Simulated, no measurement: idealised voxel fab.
Process module, titled voxel capacitor over wiring
Each square cell in cross-section cut measures 5 nm, and the section as a whole is 275 nm wide.
Cross-section, as written here: a square-cell grid given band by band from the top down, where a band holds one or more rows of cells. Top, bottom (nm), then materials left to right with widths (nm); lone material tagged "everywhere" fills the whole band edge to edge; "blank" = empty space. For the purposes of this specification, 0 denotes the height below which the wafer in its as-received condition is composed wholly of one material, and the lowermost band, lacking a lower limit, extends downward without end, as expressed in "0 down". The expression "30..40" gives the width at the extremes of the band, the first number at its top row of cells and the second at its bottom row, with the width changing by equal amounts from each row to the next in between. Any step labelled "nothing was modified" changed none of the cells in the cross-section. In "Closed internal voids" the enclosed voids are listed, meaning empty spaces of 8 cells or larger without any opening to the top. The form is width x height at distance, distance from the left edge, units nm. The remark found on a step's line after its settings is issued by the simulator itself and pertains to that step. overlay nm: mask offset rightward from planned place, masked step; negative means leftward offset.
[Process steps - plan]
1. RECEIVE with material Si
2. CONFORMAL_DEP with material SiO2, thk nm 10
3. DIRECTIONAL_DEP with material TiN, thk nm 5
4. DIRECTIONAL_DEP with material Ru, thk nm 20
5. PATTERN with tone cover, mask id METAL_1, material resist, width nm 20, pitch nm 75, thk nm 20, overlay nm 0
6. DIRECTIONAL_ETCH with etch materials Ru, depth nm 20
7. DIRECTIONAL_ETCH with etch materials TiN, depth nm 5
8. STRIP with etch materials resist
9. CONFORMAL_DEP with material SiN, thk nm 5
10. FILL_DEP with material SiO2, thk nm 5
11. CMP with height nm 35
12. CONFORMAL_DEP with material SiCN, thk nm 5
13. DIRECTIONAL_DEP with material SiO2, thk nm 15
14. DIRECTIONAL_DEP with material aC, thk nm 15
15. PATTERN with tone open, mask id PLUG_1, material resist, width nm 15, thk nm 30, overlay nm 0
16. DIRECTIONAL_ETCH with etch materials aC, depth nm 15
17. STRIP with etch materials resist
18. DIRECTIONAL_ETCH with etch materials SiO2, depth nm 15
19. DIRECTIONAL_ETCH with etch materials SiCN, depth nm 5
20. STRIP with etch materials aC
21. CONFORMAL_DEP with material TiN, thk nm 5
22. FILL_DEP with material Ru, thk nm 5
23. CMP with height nm 55
24. DIRECTIONAL_DEP with material TiN, thk nm 5
25. DIRECTIONAL_DEP with material Al2O3, thk nm 5
26. DIRECTIONAL_DEP with material TiN, thk nm 5
27. MASKED_ETCH with tone cover, mask id UPPER_PLATE, width nm 60, etch materials TiN, depth nm 5, overlay nm 0
28. MASKED_ETCH with tone cover, mask id UPPER_PLATE, width nm 60, etch materials Al2O3, depth nm 5, overlay nm 0
29. PATTERN with tone cover, mask id LOWER_PLATE, material resist, width nm 70, thk nm 15, overlay nm 0
30. DIRECTIONAL_ETCH with etch materials TiN, depth nm 5
31. STRIP with etch materials resist
32. FILL_DEP with material SiO2, thk nm 15
33. CMP with height nm 80
34. PATTERN with tone open, mask id PLUG_2, material resist, width nm 15, thk nm 20, overlay nm 0
35. DIRECTIONAL_ETCH with etch materials SiO2, depth nm 10
36. STRIP with etch materials resist
37. CONFORMAL_DEP with material TiN, thk nm 5
38. FILL_DEP with material Ru, thk nm 5
39. CMP with height nm 80
40. CONFORMAL_DEP with material SiCN, thk nm 5
[The following pertains to the first of two wafers, which was processed as planned]
[Cross-sectional view of the wafer in its as-received condition, corresponding to the state after step 1]
  0 down | Si everywhere
  Closed internal voids: none
[Upon completion of step 2, the wafer appears in cross-section as shown]
  10 to 0 | SiO2 everywhere
  For the remainder of the cross-section, below 0, there is no change.
[Upon completion of step 3, the wafer appears in cross-section as shown]
  15 to 10 | TiN everywhere
  For the remainder of the cross-section, below 10, there is no change.
[Upon completion of step 4, the wafer appears in cross-section as shown]
  35 to 15 | Ru everywhere
  For the remainder of the cross-section, below 15, there is no change.
[Upon completion of step 5, the wafer appears in cross-section as shown]
  55 to 35 | blank 90 nm, resist 20 nm, blank 55 nm, resist 20 nm, blank 90 nm
  For the remainder of the cross-section, below 35, there is no change.
[Upon completion of step 6, the wafer appears in cross-section as shown]
  55 to 35 | blank 90 nm, resist 20 nm, blank 55 nm, resist 20 nm, blank 90 nm
  35 to 15 | blank 90 nm, Ru 20 nm, blank 55 nm, Ru 20 nm, blank 90 nm
  For the remainder of the cross-section, below 15, there is no change.
[Upon completion of step 7, the wafer appears in cross-section as shown]
  55 to 35 | blank 90 nm, resist 20 nm, blank 55 nm, resist 20 nm, blank 90 nm
  35 to 15 | blank 90 nm, Ru 20 nm, blank 55 nm, Ru 20 nm, blank 90 nm
  15 to 10 | blank 90 nm, TiN 20 nm, blank 55 nm, TiN 20 nm, blank 90 nm
  For the remainder of the cross-section, below 10, there is no change.
[Upon completion of step 8, the wafer appears in cross-section as shown]
  35 to 15 | blank 90 nm, Ru 20 nm, blank 55 nm, Ru 20 nm, blank 90 nm
  For the remainder of the cross-section, below 15, there is no change.
[Upon completion of step 9, the wafer appears in cross-section as shown]
  40 to 35 | blank 85 nm, SiN 30 nm, blank 45 nm, SiN 30 nm, blank 85 nm
  35 to 15 | blank 85 nm, SiN 5 nm, Ru 20 nm, SiN 5 nm, blank 45 nm, SiN 5 nm, Ru 20 nm, SiN 5 nm, blank 85 nm
  15 to 10 | SiN 90 nm, TiN 20 nm, SiN 55 nm, TiN 20 nm, SiN 90 nm
  For the remainder of the cross-section, below 10, there is no change.
[Upon completion of step 10, the wafer appears in cross-section as shown]
  45 to 40 | SiO2 everywhere
  40 to 35 | SiO2 85 nm, SiN 30 nm, SiO2 45 nm, SiN 30 nm, SiO2 85 nm
  35 to 15 | SiO2 85 nm, SiN 5 nm, Ru 20 nm, SiN 5 nm, SiO2 45 nm, SiN 5 nm, Ru 20 nm, SiN 5 nm, SiO2 85 nm
  For the remainder of the cross-section, below 15, there is no change.
[Upon completion of step 11, the wafer appears in cross-section as shown]
  35 to 15 | SiO2 85 nm, SiN 5 nm, Ru 20 nm, SiN 5 nm, SiO2 45 nm, SiN 5 nm, Ru 20 nm, SiN 5 nm, SiO2 85 nm
  For the remainder of the cross-section, below 15, there is no change.
[Upon completion of step 12, the wafer appears in cross-section as shown]
  40 to 35 | SiCN everywhere
  For the remainder of the cross-section, below 35, there is no change.
[Upon completion of step 13, the wafer appears in cross-section as shown]
  55 to 40 | SiO2 everywhere
  For the remainder of the cross-section, below 40, there is no change.
[Upon completion of step 14, the wafer appears in cross-section as shown]
  70 to 55 | aC everywhere
  For the remainder of the cross-section, below 55, there is no change.
[Upon completion of step 15, the wafer appears in cross-section as shown]
  100 to 70 | resist 95 nm, blank 15 nm, resist 165 nm
  For the remainder of the cross-section, below 70, there is no change.
[Upon completion of step 16, the wafer appears in cross-section as shown]
  85 to 70 | resist 95 nm, blank 15 nm, resist 165 nm
  70 to 55 | aC 95 nm, blank 15 nm, aC 165 nm
  For the remainder of the cross-section, below 55, there is no change.
[Upon completion of step 17, the wafer appears in cross-section as shown]
  70 to 55 | aC 95 nm, blank 15 nm, aC 165 nm
  For the remainder of the cross-section, below 55, there is no change.
[Upon completion of step 18, the wafer appears in cross-section as shown]
  70 to 55 | aC 95 nm, blank 15 nm, aC 165 nm
  55 to 40 | SiO2 95 nm, blank 15 nm, SiO2 165 nm
  For the remainder of the cross-section, below 40, there is no change.
[Upon completion of step 19, the wafer appears in cross-section as shown]
  70 to 55 | aC 95 nm, blank 15 nm, aC 165 nm
  55 to 40 | SiO2 95 nm, blank 15 nm, SiO2 165 nm
  40 to 35 | SiCN 95 nm, blank 15 nm, SiCN 165 nm
  For the remainder of the cross-section, below 35, there is no change.
[Upon completion of step 20, the wafer appears in cross-section as shown]
  55 to 40 | SiO2 95 nm, blank 15 nm, SiO2 165 nm
  For the remainder of the cross-section, below 40, there is no change.
[Upon completion of step 21, the wafer appears in cross-section as shown]
  60 to 55 | TiN 100 nm, blank 5 nm, TiN 170 nm
  55 to 40 | SiO2 95 nm, TiN 5 nm, blank 5 nm, TiN 5 nm, SiO2 165 nm
  40 to 35 | SiCN 95 nm, TiN 15 nm, SiCN 165 nm
  For the remainder of the cross-section, below 35, there is no change.
[Upon completion of step 22, the wafer appears in cross-section as shown]
  65 to 60 | Ru everywhere
  60 to 55 | TiN 100 nm, Ru 5 nm, TiN 170 nm
  55 to 40 | SiO2 95 nm, TiN 5 nm, Ru 5 nm, TiN 5 nm, SiO2 165 nm
  For the remainder of the cross-section, below 40, there is no change.
[Upon completion of step 23, the wafer appears in cross-section as shown]
  55 to 40 | SiO2 95 nm, TiN 5 nm, Ru 5 nm, TiN 5 nm, SiO2 165 nm
  For the remainder of the cross-section, below 40, there is no change.
[Upon completion of step 24, the wafer appears in cross-section as shown]
  60 to 55 | TiN everywhere
  For the remainder of the cross-section, below 55, there is no change.
[Upon completion of step 25, the wafer appears in cross-section as shown]
  65 to 60 | Al2O3 everywhere
  For the remainder of the cross-section, below 60, there is no change.
[Upon completion of step 26, the wafer appears in cross-section as shown]
  70 to 65 | TiN everywhere
  For the remainder of the cross-section, below 65, there is no change.
[Upon completion of step 27, the wafer appears in cross-section as shown]
  70 to 65 | blank 95 nm, TiN 60 nm, blank 120 nm
  For the remainder of the cross-section, below 65, there is no change.
[Upon completion of step 28, the wafer appears in cross-section as shown]
  70 to 65 | blank 95 nm, TiN 60 nm, blank 120 nm
  65 to 60 | blank 95 nm, Al2O3 60 nm, blank 120 nm
  For the remainder of the cross-section, below 60, there is no change.
[Upon completion of step 29, the wafer appears in cross-section as shown]
  85 to 70 | blank 90 nm, resist 70 nm, blank 115 nm
  70 to 65 | blank 90 nm, resist 5 nm, TiN 60 nm, resist 5 nm, blank 115 nm
  65 to 60 | blank 90 nm, resist 5 nm, Al2O3 60 nm, resist 5 nm, blank 115 nm
  For the remainder of the cross-section, below 60, there is no change.
[Upon completion of step 30, the wafer appears in cross-section as shown]
  85 to 70 | blank 90 nm, resist 70 nm, blank 115 nm
  70 to 65 | blank 90 nm, resist 5 nm, TiN 60 nm, resist 5 nm, blank 115 nm
  65 to 60 | blank 90 nm, resist 5 nm, Al2O3 60 nm, resist 5 nm, blank 115 nm
  60 to 55 | blank 90 nm, TiN 70 nm, blank 115 nm
  For the remainder of the cross-section, below 55, there is no change.
[Upon completion of step 31, the wafer appears in cross-section as shown]
  70 to 65 | blank 95 nm, TiN 60 nm, blank 120 nm
  65 to 60 | blank 95 nm, Al2O3 60 nm, blank 120 nm
  For the remainder of the cross-section, below 60, there is no change.
[Upon completion of step 32, the wafer appears in cross-section as shown]
  85 to 70 | SiO2 everywhere
  70 to 65 | SiO2 95 nm, TiN 60 nm, SiO2 120 nm
  65 to 60 | SiO2 95 nm, Al2O3 60 nm, SiO2 120 nm
  60 to 55 | SiO2 90 nm, TiN 70 nm, SiO2 115 nm
  For the remainder of the cross-section, below 55, there is no change.
[Upon completion of step 33, the wafer appears in cross-section as shown]
  80 to 70 | SiO2 everywhere
  For the remainder of the cross-section, below 70, there is no change.
[Upon completion of step 34, the wafer appears in cross-section as shown]
  100 to 80 | resist 105 nm, blank 15 nm, resist 155 nm
  For the remainder of the cross-section, below 80, there is no change.
[Upon completion of step 35, the wafer appears in cross-section as shown]
  100 to 80 | resist 105 nm, blank 15 nm, resist 155 nm
  80 to 70 | SiO2 105 nm, blank 15 nm, SiO2 155 nm
  For the remainder of the cross-section, below 70, there is no change.
[Upon completion of step 36, the wafer appears in cross-section as shown]
  80 to 70 | SiO2 105 nm, blank 15 nm, SiO2 155 nm
  For the remainder of the cross-section, below 70, there is no change.
[Upon completion of step 37, the wafer appears in cross-section as shown]
  85 to 80 | TiN 110 nm, blank 5 nm, TiN 160 nm
  80 to 75 | SiO2 105 nm, TiN 5 nm, blank 5 nm, TiN 5 nm, SiO2 155 nm
  75 to 65 | SiO2 105..95 nm, TiN 15..60 nm, SiO2 155..120 nm
  For the remainder of the cross-section, below 65, there is no change.
[Upon completion of step 38, the wafer appears in cross-section as shown]
  90 to 85 | Ru everywhere
  85 to 80 | TiN 110 nm, Ru 5 nm, TiN 160 nm
  80 to 75 | SiO2 105 nm, TiN 5 nm, Ru 5 nm, TiN 5 nm, SiO2 155 nm
  For the remainder of the cross-section, below 75, there is no change.
[Upon completion of step 39, the wafer appears in cross-section as shown]
  80 to 75 | SiO2 105 nm, TiN 5 nm, Ru 5 nm, TiN 5 nm, SiO2 155 nm
  For the remainder of the cross-section, below 75, there is no change.
[Upon completion of step 40, the wafer appears in cross-section as shown]
  85 to 80 | SiCN everywhere
  For the remainder of the cross-section, below 80, there is no change.
[Wafer two. Identical start, identical plan. One mistake in execution. Identical history through step 4]
[The second wafer in cross-section, at the planned close of step 5]
  55 to 35 | resist 90 nm, blank 20 nm, resist 55 nm, blank 20 nm, resist 90 nm
  For the remainder of the cross-section, below 35, there is no change.
[The second wafer in cross-section, at the planned close of step 6]
  55 to 35 | resist 90 nm, blank 20 nm, resist 55 nm, blank 20 nm, resist 90 nm
  35 to 15 | Ru 90 nm, blank 20 nm, Ru 55 nm, blank 20 nm, Ru 90 nm
  For the remainder of the cross-section, below 15, there is no change.
[The second wafer in cross-section, at the planned close of step 7]
  55 to 35 | resist 90 nm, blank 20 nm, resist 55 nm, blank 20 nm, resist 90 nm
  35 to 15 | Ru 90 nm, blank 20 nm, Ru 55 nm, blank 20 nm, Ru 90 nm
  15 to 10 | TiN 90 nm, blank 20 nm, TiN 55 nm, blank 20 nm, TiN 90 nm
  For the remainder of the cross-section, below 10, there is no change.
[The second wafer in cross-section, at the planned close of step 8]
  35 to 15 | Ru 90 nm, blank 20 nm, Ru 55 nm, blank 20 nm, Ru 90 nm
  For the remainder of the cross-section, below 15, there is no change.
[The second wafer in cross-section, at the planned close of step 9]
  40 to 35 | SiN 95 nm, blank 10 nm, SiN 65 nm, blank 10 nm, SiN 95 nm
  35 to 15 | Ru 90 nm, SiN 5 nm, blank 10 nm, SiN 5 nm, Ru 55 nm, SiN 5 nm, blank 10 nm, SiN 5 nm, Ru 90 nm
  15 to 10 | TiN 90 nm, SiN 20 nm, TiN 55 nm, SiN 20 nm, TiN 90 nm
  For the remainder of the cross-section, below 10, there is no change.
[The second wafer in cross-section, at the planned close of step 10]
  45 to 40 | SiO2 everywhere
  40 to 35 | SiN 95 nm, SiO2 10 nm, SiN 65 nm, SiO2 10 nm, SiN 95 nm
  35 to 15 | Ru 90 nm, SiN 5 nm, SiO2 10 nm, SiN 5 nm, Ru 55 nm, SiN 5 nm, SiO2 10 nm, SiN 5 nm, Ru 90 nm
  For the remainder of the cross-section, below 15, there is no change.
[The second wafer in cross-section, at the planned close of step 11]
  35 to 15 | Ru 90 nm, SiN 5 nm, SiO2 10 nm, SiN 5 nm, Ru 55 nm, SiN 5 nm, SiO2 10 nm, SiN 5 nm, Ru 90 nm
  For the remainder of the cross-section, below 15, there is no change.
[The second wafer in cross-section, at the planned close of step 12]
  40 to 35 | SiCN everywhere
  For the remainder of the cross-section, below 35, there is no change.
[The second wafer in cross-section, at the planned close of step 13]
  55 to 40 | SiO2 everywhere
  For the remainder of the cross-section, below 40, there is no change.
[The second wafer in cross-section, at the planned close of step 14]
  70 to 55 | aC everywhere
  For the remainder of the cross-section, below 55, there is no change.
[The second wafer in cross-section, at the planned close of step 15]
  100 to 70 | resist 95 nm, blank 15 nm, resist 165 nm
  For the remainder of the cross-section, below 70, there is no change.
[The second wafer in cross-section, at the planned close of step 16]
  85 to 70 | resist 95 nm, blank 15 nm, resist 165 nm
  70 to 55 | aC 95 nm, blank 15 nm, aC 165 nm
  For the remainder of the cross-section, below 55, there is no change.
[The second wafer in cross-section, at the planned close of step 17]
  70 to 55 | aC 95 nm, blank 15 nm, aC 165 nm
  For the remainder of the cross-section, below 55, there is no change.
[The second wafer in cross-section, at the planned close of step 18]
  70 to 55 | aC 95 nm, blank 15 nm, aC 165 nm
  55 to 40 | SiO2 95 nm, blank 15 nm, SiO2 165 nm
  For the remainder of the cross-section, below 40, there is no change.
[The second wafer in cross-section, at the planned close of step 19]
  70 to 55 | aC 95 nm, blank 15 nm, aC 165 nm
  55 to 40 | SiO2 95 nm, blank 15 nm, SiO2 165 nm
  40 to 35 | SiCN 95 nm, blank 15 nm, SiCN 165 nm
  For the remainder of the cross-section, below 35, there is no change.
[The second wafer in cross-section, at the planned close of step 20]
  55 to 40 | SiO2 95 nm, blank 15 nm, SiO2 165 nm
  For the remainder of the cross-section, below 40, there is no change.
[The second wafer in cross-section, at the planned close of step 21]
  60 to 55 | TiN 100 nm, blank 5 nm, TiN 170 nm
  55 to 40 | SiO2 95 nm, TiN 5 nm, blank 5 nm, TiN 5 nm, SiO2 165 nm
  40 to 35 | SiCN 95 nm, TiN 15 nm, SiCN 165 nm
  For the remainder of the cross-section, below 35, there is no change.
[The second wafer in cross-section, at the planned close of step 22]
  65 to 60 | Ru everywhere
  60 to 55 | TiN 100 nm, Ru 5 nm, TiN 170 nm
  55 to 40 | SiO2 95 nm, TiN 5 nm, Ru 5 nm, TiN 5 nm, SiO2 165 nm
  For the remainder of the cross-section, below 40, there is no change.
[The second wafer in cross-section, at the planned close of step 23]
  55 to 40 | SiO2 95 nm, TiN 5 nm, Ru 5 nm, TiN 5 nm, SiO2 165 nm
  For the remainder of the cross-section, below 40, there is no change.
[The second wafer in cross-section, at the planned close of step 24]
  60 to 55 | TiN everywhere
  For the remainder of the cross-section, below 55, there is no change.
[The second wafer in cross-section, at the planned close of step 25]
  65 to 60 | Al2O3 everywhere
  For the remainder of the cross-section, below 60, there is no change.
[The second wafer in cross-section, at the planned close of step 26]
  70 to 65 | TiN everywhere
  For the remainder of the cross-section, below 65, there is no change.
[The second wafer in cross-section, at the planned close of step 27]
  70 to 65 | blank 95 nm, TiN 60 nm, blank 120 nm
  For the remainder of the cross-section, below 65, there is no change.
[The second wafer in cross-section, at the planned close of step 28]
  70 to 65 | blank 95 nm, TiN 60 nm, blank 120 nm
  65 to 60 | blank 95 nm, Al2O3 60 nm, blank 120 nm
  For the remainder of the cross-section, below 60, there is no change.
[The second wafer in cross-section, at the planned close of step 29]
  85 to 70 | blank 90 nm, resist 70 nm, blank 115 nm
  70 to 65 | blank 90 nm, resist 5 nm, TiN 60 nm, resist 5 nm, blank 115 nm
  65 to 60 | blank 90 nm, resist 5 nm, Al2O3 60 nm, resist 5 nm, blank 115 nm
  For the remainder of the cross-section, below 60, there is no change.
[The second wafer in cross-section, at the planned close of step 30]
  85 to 70 | blank 90 nm, resist 70 nm, blank 115 nm
  70 to 65 | blank 90 nm, resist 5 nm, TiN 60 nm, resist 5 nm, blank 115 nm
  65 to 60 | blank 90 nm, resist 5 nm, Al2O3 60 nm, resist 5 nm, blank 115 nm
  60 to 55 | blank 90 nm, TiN 70 nm, blank 115 nm
  For the remainder of the cross-section, below 55, there is no change.
[The second wafer in cross-section, at the planned close of step 31]
  70 to 65 | blank 95 nm, TiN 60 nm, blank 120 nm
  65 to 60 | blank 95 nm, Al2O3 60 nm, blank 120 nm
  For the remainder of the cross-section, below 60, there is no change.
[The second wafer in cross-section, at the planned close of step 32]
  85 to 70 | SiO2 everywhere
  70 to 65 | SiO2 95 nm, TiN 60 nm, SiO2 120 nm
  65 to 60 | SiO2 95 nm, Al2O3 60 nm, SiO2 120 nm
  60 to 55 | SiO2 90 nm, TiN 70 nm, SiO2 115 nm
  For the remainder of the cross-section, below 55, there is no change.
[The second wafer in cross-section, at the planned close of step 33]
  80 to 70 | SiO2 everywhere
  For the remainder of the cross-section, below 70, there is no change.
[The second wafer in cross-section, at the planned close of step 34]
  100 to 80 | resist 105 nm, blank 15 nm, resist 155 nm
  For the remainder of the cross-section, below 80, there is no change.
[The second wafer in cross-section, at the planned close of step 35]
  100 to 80 | resist 105 nm, blank 15 nm, resist 155 nm
  80 to 70 | SiO2 105 nm, blank 15 nm, SiO2 155 nm
  For the remainder of the cross-section, below 70, there is no change.
[The second wafer in cross-section, at the planned close of step 36]
  80 to 70 | SiO2 105 nm, blank 15 nm, SiO2 155 nm
  For the remainder of the cross-section, below 70, there is no change.
[The second wafer in cross-section, at the planned close of step 37]
  85 to 80 | TiN 110 nm, blank 5 nm, TiN 160 nm
  80 to 75 | SiO2 105 nm, TiN 5 nm, blank 5 nm, TiN 5 nm, SiO2 155 nm
  75 to 65 | SiO2 105..95 nm, TiN 15..60 nm, SiO2 155..120 nm
  For the remainder of the cross-section, below 65, there is no change.
[The second wafer in cross-section, at the planned close of step 38]
  90 to 85 | Ru everywhere
  85 to 80 | TiN 110 nm, Ru 5 nm, TiN 160 nm
  80 to 75 | SiO2 105 nm, TiN 5 nm, Ru 5 nm, TiN 5 nm, SiO2 155 nm
  For the remainder of the cross-section, below 75, there is no change.
[The second wafer in cross-section, at the planned close of step 39]
  80 to 75 | SiO2 105 nm, TiN 5 nm, Ru 5 nm, TiN 5 nm, SiO2 155 nm
  For the remainder of the cross-section, below 75, there is no change.
[The second wafer in cross-section, at the planned close of step 40]
  85 to 80 | SiCN everywhere
  For the remainder of the cross-section, below 80, there is no change.
Here's what went sideways: step 5 did not use the planned setting and instead ran as PATTERN with tone open, mask id METAL_1, material resist, width nm 20, pitch nm 75, thk nm 20, overlay nm 0
Final wafer comparison in cells, second versus first, more or fewer per material: Ru +156, SiN -39, SiO2 -156, TiN +39
